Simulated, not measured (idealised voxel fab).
Proc. module: voxel wiring stack
The width of the displayed cross-section, cut, is 185 nm; its cells are square, with a size of 5 nm.
Square cells in a grid make up a cross-section in this document, and the grid is given as bands, listed from the top down, each one or more rows of cells. What a band's entry tells you: where the top is and where the bottom is, as heights in nm, and after that what lies inside, material by material from left to right, each with its width in nm. Empty space is written as the word "empty", and a single material marked with the word "full width" occupies the band from edge to edge. Below 0: as-received wafer, all one material; heights counted from there. Lowest band: no bottom, goes on down, written "0 down". The expression "30->40" gives the width at the extremes of the band, the first number at its top row of cells and the second at its bottom row, with the width changing by equal amounts from each row to the next in between. "remained the same", as given for a step, is the statement that not any cell of the cross-section underwent a change during that step. Empty spaces counting at least 8 cells and having no open way to the top are listed in "Trapped voids". The notation width x height at distance is used for each, the distance being from the left edge and all three values in nm. On each step's line, the part that comes after the settings is the simulator's own comment on the step. When a step includes a mask, the "overlay nm" setting on its line states how far to the right of its planned place that mask lay, and negative values state how far to the left.
[This section lists the process steps that were planned]
1 RECEIVE | material Si
2 CONFORMAL_DEP | material SiO2 | thk nm 15
3 DIRECTIONAL_DEP | material TiN | thk nm 5
4 DIRECTIONAL_DEP | material W | thk nm 25
5 DIRECTIONAL_DEP | material aC | thk nm 10
6 PATTERN | tone cover | mask id METAL_1 | material resist | width nm 25 | pitch nm 55 | thk nm 30 | overlay nm 0
7 DIRECTIONAL_ETCH | etch materials aC | depth nm 10
8 STRIP | etch materials resist
9 DIRECTIONAL_ETCH | etch materials W | depth nm 25
10 DIRECTIONAL_ETCH | etch materials TiN | depth nm 5
11 STRIP | etch materials aC
12 CONFORMAL_DEP | material SiN | thk nm 5
13 FILL_DEP | material lowk | thk nm 5
14 CMP | height nm 45
15 CONFORMAL_DEP | material SiCN | thk nm 5
16 DIRECTIONAL_DEP | material lowk | thk nm 20
17 DIRECTIONAL_DEP | material aC | thk nm 10
18 PATTERN | tone open | mask id PLUG_1 | material resist | width nm 15 | pitch nm 110 | thk nm 25 | overlay nm 0
19 DIRECTIONAL_ETCH | etch materials aC | depth nm 10
20 STRIP | etch materials resist
21 DIRECTIONAL_ETCH | etch materials lowk | depth nm 20
22 DIRECTIONAL_ETCH | etch materials SiCN | depth nm 5
23 STRIP | etch materials aC
24 CONFORMAL_DEP | material TiN | thk nm 5
25 FILL_DEP | material W | thk nm 5
26 CMP | height nm 70
27 CONFORMAL_DEP | material SiN | thk nm 5
28 DIRECTIONAL_DEP | material lowk | thk nm 15
29 MASKED_ETCH | tone open | mask id METAL_2 | width nm 25 | pitch nm 55 | etch materials lowk | depth nm 15 | overlay nm 0
30 MASKED_ETCH | tone open | mask id METAL_2 | width nm 25 | pitch nm 55 | etch materials SiN | depth nm 5 | overlay nm 0
31 CONFORMAL_DEP | material TiN | thk nm 5
32 FILL_DEP | material Cu | thk nm 10
33 CMP | height nm 90
34 EPI | material Ru | thk nm 5
35 FILL_DEP | material SiCN | thk nm 5
36 DIRECTIONAL_DEP | material lowk | thk nm 10
37 PATTERN | tone open | mask id PLUG_2 | material resist | width nm 15 | pitch nm 55 | thk nm 15 | overlay nm 0
38 DIRECTIONAL_ETCH | etch materials lowk | depth nm 5
39 DIRECTIONAL_ETCH | etch materials SiCN | depth nm 5
40 STRIP | etch materials resist
41 CONFORMAL_DEP | material TiN | thk nm 5
42 FILL_DEP | material W | thk nm 10
43 CMP | height nm 110
44 CONFORMAL_DEP | material SiCN | thk nm 5
45 DIRECTIONAL_DEP | material lowk | thk nm 15
46 MASKED_ETCH | tone open | mask id METAL_3 | width nm 25 | pitch nm 55 | etch materials lowk | depth nm 15 | overlay nm 0
47 MASKED_ETCH | tone open | mask id METAL_3 | width nm 25 | pitch nm 55 | etch materials SiCN | depth nm 5 | overlay nm 0
48 CONFORMAL_DEP | material TiN | thk nm 5
49 FILL_DEP | material Ru | thk nm 10
50 CMP | height nm 130
51 EPI | material Ru | thk nm 5
52 FILL_DEP | material SiCN | thk nm 5
Wafers differ in depth nm at step 38; plan lists the first wafer's value; identical starting state.
[Step 1 complete: as-received cross-section of the first of several wafers]
0 down | Si full width
Trapped voids: none
[What follows is a table in which each wafer occupies a row; for the wafer as it stands at the close of the module, the row states, material by material, how many cells have been gained (+) or lost (-) since receipt, and then gives its closed voids]
depth nm 5 | +27 Cu | +69 Ru | +159 SiCN | +74 SiN | +111 SiO2 | +112 TiN | +83 W | +401 lowk | Trapped voids: none
depth nm 10 | +27 Cu | +69 Ru | +150 SiCN | +74 SiN | +111 SiO2 | +124 TiN | +89 W | +392 lowk | Trapped voids: none
depth nm 15 | +27 Cu | +69 Ru | +150 SiCN | +74 SiN | +111 SiO2 | +124 TiN | +89 W | +392 lowk | Trapped voids: none
depth nm 20 | +27 Cu | +69 Ru | +150 SiCN | +74 SiN | +111 SiO2 | +124 TiN | +89 W | +392 lowk | Trapped voids: none
depth nm 25 | +27 Cu | +69 Ru | +150 SiCN | +74 SiN | +111 SiO2 | +124 TiN | +89 W | +392 lowk | Trapped voids: none
